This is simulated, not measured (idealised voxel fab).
process module | voxel capacitor over wiring
cross-section cut | 220 nm wide | cells 5 nm
A cross-section is a grid of square cells, given in bands from the top down. A band is one or more rows of cells.
Each band's line starts with the height of the band's top and of its bottom, in nm. Then come its materials from left to right, each with its width in nm. One material with "throughout" fills the band from edge to edge. "air" is empty space.
Height 0 is the level under which the wafer as received is all one material. The lowest band goes on downwards, as in "0 down".
A width such as "30 to 40" changes by the same amount from each row of cells to the next, from the band's top row to its bottom row.
"no change" after a step means that no cell of the cross-section changed.
closed voids: empty space of 8 cells or more with no open way to the top, each as width x height at its distance from the left edge, in nm
after a step's settings: what the simulator itself notes on the step
overlay nm, on a step with a mask: how far to the right of its planned place the mask lay; to the left if negative
plan
1 op RECEIVE | material Si
2 op CONFORMAL_DEP | material SiO2 | thk nm 10
3 op DIRECTIONAL_DEP | material TiN | thk nm 5
4 op DIRECTIONAL_DEP | material W | thk nm 20
5 op MASKED_ETCH | tone cover | mask id METAL_1 | width nm 30 | pitch nm 100 | etch materials W | depth nm 20 | overlay nm 0
6 op MASKED_ETCH | tone cover | mask id METAL_1 | width nm 30 | pitch nm 100 | etch materials TiN | depth nm 5 | overlay nm 0
7 op CONFORMAL_DEP | material SiN | thk nm 5
8 op FILL_DEP | material lowk | thk nm 10
9 op CMP | height nm 35
10 op CONFORMAL_DEP | material SiCN | thk nm 5
11 op DIRECTIONAL_DEP | material lowk | thk nm 15
12 op PATTERN | tone open | mask id PLUG_1 | material resist | width nm 15 | thk nm 15 | overlay nm 0
13 op DIRECTIONAL_ETCH | etch materials lowk | depth nm 15
14 op DIRECTIONAL_ETCH | etch materials SiCN | depth nm 5
15 op STRIP | etch materials resist
16 op EPI | material Ru | thk nm 10
17 op EPI | material Ru | thk nm 10
18 op DIRECTIONAL_DEP | material TiN | thk nm 10
19 op DIRECTIONAL_DEP | material Al2O3 | thk nm 5
20 op DIRECTIONAL_DEP | material TiN | thk nm 5
21 op MASKED_ETCH | tone cover | mask id UPPER_PLATE | width nm 75 | etch materials TiN | depth nm 5 | overlay nm 0
22 op MASKED_ETCH | tone cover | mask id UPPER_PLATE | width nm 75 | etch materials Al2O3 | depth nm 5 | overlay nm 0
23 op MASKED_ETCH | tone cover | mask id LOWER_PLATE | width nm 85 | etch materials TiN | depth nm 10 | overlay nm 0
24 op FILL_DEP | material SiO2 | thk nm 15
25 op CMP | height nm 85
26 op MASKED_ETCH | tone open | mask id PLUG_2 | width nm 15 | etch materials SiO2 | depth nm 10 | overlay nm 0
27 op CONFORMAL_DEP | material TiN | thk nm 5
28 op FILL_DEP | material W | thk nm 10
29 op CMP | height nm 85
30 op CONFORMAL_DEP | material SiN | thk nm 5
first wafer, as planned
as received, after step 1
  0 down: Si throughout
  closed voids: none
after step 2
  10 to 0: SiO2 throughout
  below 0: unchanged
after step 3
  15 to 10: TiN throughout
  below 10: unchanged
after step 4
  35 to 15: W throughout
  below 15: unchanged
after step 5
  35 to 15: air 45 | W 30 | air 70 | W 30 | air 45
  below 15: unchanged
after step 6
  35 to 15: air 45 | W 30 | air 70 | W 30 | air 45
  15 to 10: air 45 | TiN 30 | air 70 | TiN 30 | air 45
  below 10: unchanged
after step 7
  40 to 35: air 40 | SiN 40 | air 60 | SiN 40 | air 40
  35 to 15: air 40 | SiN 5 | W 30 | SiN 5 | air 60 | SiN 5 | W 30 | SiN 5 | air 40
  15 to 10: SiN 45 | TiN 30 | SiN 70 | TiN 30 | SiN 45
  below 10: unchanged
after step 8
  50 to 40: lowk throughout
  40 to 35: lowk 40 | SiN 40 | lowk 60 | SiN 40 | lowk 40
  35 to 15: lowk 40 | SiN 5 | W 30 | SiN 5 | lowk 60 | SiN 5 | W 30 | SiN 5 | lowk 40
  below 15: unchanged
after step 9
  35 to 15: lowk 40 | SiN 5 | W 30 | SiN 5 | lowk 60 | SiN 5 | W 30 | SiN 5 | lowk 40
  below 15: unchanged
after step 10
  40 to 35: SiCN throughout
  below 35: unchanged
after step 11
  55 to 40: lowk throughout
  below 40: unchanged
after step 12
  70 to 55: resist 60 | air 15 | resist 145
  below 55: unchanged
after step 13
  70 to 55: resist 60 | air 15 | resist 145
  55 to 40: lowk 60 | air 15 | lowk 145
  below 40: unchanged
after step 14
  70 to 55: resist 60 | air 15 | resist 145
  55 to 40: lowk 60 | air 15 | lowk 145
  40 to 35: SiCN 60 | air 15 | SiCN 145
  below 35: unchanged
after step 15
  55 to 40: lowk 60 | air 15 | lowk 145
  below 40: unchanged
after step 16
  55 to 45: lowk 60 | air 15 | lowk 145
  45 to 40: lowk 60 | Ru 15 | lowk 145
  40 to 35: SiCN 60 | Ru 15 | SiCN 145
  below 35: unchanged
after step 17
  55 to 40: lowk 60 | Ru 15 | lowk 145
  below 40: unchanged
after step 18
  65 to 55: TiN throughout
  below 55: unchanged
after step 19
  70 to 65: Al2O3 throughout
  below 65: unchanged
after step 20
  75 to 70: TiN throughout
  below 70: unchanged
after step 21
  75 to 70: air 60 | TiN 75 | air 85
  below 70: unchanged
after step 22
  75 to 70: air 60 | TiN 75 | air 85
  70 to 65: air 60 | Al2O3 75 | air 85
  below 65: unchanged
after step 23
  75 to 70: air 60 | TiN 75 | air 85
  70 to 65: air 60 | Al2O3 75 | air 85
  65 to 55: air 55 | TiN 85 | air 80
  below 55: unchanged
after step 24
  90 to 75: SiO2 throughout
  75 to 70: SiO2 60 | TiN 75 | SiO2 85
  70 to 65: SiO2 60 | Al2O3 75 | SiO2 85
  65 to 55: SiO2 55 | TiN 85 | SiO2 80
  below 55: unchanged
after step 25
  85 to 75: SiO2 throughout
  below 75: unchanged
after step 26
  85 to 75: SiO2 70 | air 15 | SiO2 135
  below 75: unchanged
after step 27
  90 to 85: TiN 75 | air 5 | TiN 140
  85 to 80: SiO2 70 | TiN 5 | air 5 | TiN 5 | SiO2 135
  80 to 70: SiO2 70 to 60 | TiN 15 to 75 | SiO2 135 to 85
  below 70: unchanged
after step 28
  100 to 90: W throughout
  90 to 85: TiN 75 | W 5 | TiN 140
  85 to 80: SiO2 70 | TiN 5 | W 5 | TiN 5 | SiO2 135
  below 80: unchanged
after step 29
  85 to 80: SiO2 70 | TiN 5 | W 5 | TiN 5 | SiO2 135
  below 80: unchanged
after step 30
  90 to 85: SiN throughout
  below 85: unchanged
second wafer: like start, like plan, one mistake. Through step 5 it matches the first wafer
when step 6 should have ended
  35 to 15: air 45 | W 30 | air 70 | W 30 | air 45
  15 to 10: air 40 | TiN 40 | air 60 | TiN 40 | air 40
  below 10: unchanged
when step 7 should have ended
  40 to 35: air 40 | SiN 40 | air 60 | SiN 40 | air 40
  35 to 20: air 40 | SiN 5 | W 30 | SiN 5 | air 60 | SiN 5 | W 30 | SiN 5 | air 40
  20 to 15: air 35 | SiN 10 | W 30 | SiN 10 | air 50 | SiN 10 | W 30 | SiN 10 | air 35
  15 to 10: SiN 40 | TiN 40 | SiN 60 | TiN 40 | SiN 40
  below 10: unchanged
when step 8 should have ended
  50 to 40: lowk throughout
  40 to 35: lowk 40 | SiN 40 | lowk 60 | SiN 40 | lowk 40
  35 to 20: lowk 40 | SiN 5 | W 30 | SiN 5 | lowk 60 | SiN 5 | W 30 | SiN 5 | lowk 40
  20 to 15: lowk 35 | SiN 10 | W 30 | SiN 10 | lowk 50 | SiN 10 | W 30 | SiN 10 | lowk 35
  below 15: unchanged
when step 9 should have ended
  35 to 20: lowk 40 | SiN 5 | W 30 | SiN 5 | lowk 60 | SiN 5 | W 30 | SiN 5 | lowk 40
  below 20: unchanged
when step 10 should have ended
  40 to 35: SiCN throughout
  below 35: unchanged
when step 11 should have ended
  55 to 40: lowk throughout
  below 40: unchanged
when step 12 should have ended
  70 to 55: resist 60 | air 15 | resist 145
  below 55: unchanged
when step 13 should have ended
  70 to 55: resist 60 | air 15 | resist 145
  55 to 40: lowk 60 | air 15 | lowk 145
  below 40: unchanged
when step 14 should have ended
  70 to 55: resist 60 | air 15 | resist 145
  55 to 40: lowk 60 | air 15 | lowk 145
  40 to 35: SiCN 60 | air 15 | SiCN 145
  below 35: unchanged
when step 15 should have ended
  55 to 40: lowk 60 | air 15 | lowk 145
  below 40: unchanged
when step 16 should have ended
  55 to 45: lowk 60 | air 15 | lowk 145
  45 to 40: lowk 60 | Ru 15 | lowk 145
  40 to 35: SiCN 60 | Ru 15 | SiCN 145
  below 35: unchanged
when step 17 should have ended
  55 to 40: lowk 60 | Ru 15 | lowk 145
  below 40: unchanged
when step 18 should have ended
  65 to 55: TiN throughout
  below 55: unchanged
when step 19 should have ended
  70 to 65: Al2O3 throughout
  below 65: unchanged
when step 20 should have ended
  75 to 70: TiN throughout
  below 70: unchanged
when step 21 should have ended
  75 to 70: air 60 | TiN 75 | air 85
  below 70: unchanged
when step 22 should have ended
  75 to 70: air 60 | TiN 75 | air 85
  70 to 65: air 60 | Al2O3 75 | air 85
  below 65: unchanged
when step 23 should have ended
  75 to 70: air 60 | TiN 75 | air 85
  70 to 65: air 60 | Al2O3 75 | air 85
  65 to 55: air 55 | TiN 85 | air 80
  below 55: unchanged
when step 24 should have ended
  90 to 75: SiO2 throughout
  75 to 70: SiO2 60 | TiN 75 | SiO2 85
  70 to 65: SiO2 60 | Al2O3 75 | SiO2 85
  65 to 55: SiO2 55 | TiN 85 | SiO2 80
  below 55: unchanged
when step 25 should have ended
  85 to 75: SiO2 throughout
  below 75: unchanged
when step 26 should have ended
  85 to 75: SiO2 70 | air 15 | SiO2 135
  below 75: unchanged
when step 27 should have ended
  90 to 85: TiN 75 | air 5 | TiN 140
  85 to 80: SiO2 70 | TiN 5 | air 5 | TiN 5 | SiO2 135
  80 to 70: SiO2 70 to 60 | TiN 15 to 75 | SiO2 135 to 85
  below 70: unchanged
when step 28 should have ended
  100 to 90: W throughout
  90 to 85: TiN 75 | W 5 | TiN 140
  85 to 80: SiO2 70 | TiN 5 | W 5 | TiN 5 | SiO2 135
  below 80: unchanged
when step 29 should have ended
  85 to 80: SiO2 70 | TiN 5 | W 5 | TiN 5 | SiO2 135
  below 80: unchanged
when step 30 should have ended
  90 to 85: SiN throughout
  below 85: unchanged
what went wrong: step 6 ran as: op MASKED_ETCH | tone cover | mask id METAL_1 | width nm 40 | pitch nm 100 | etch materials TiN | depth nm 5 | overlay nm 0
at the end the second wafer has, in cells: 4 more of TiN | 4 fewer of lowk
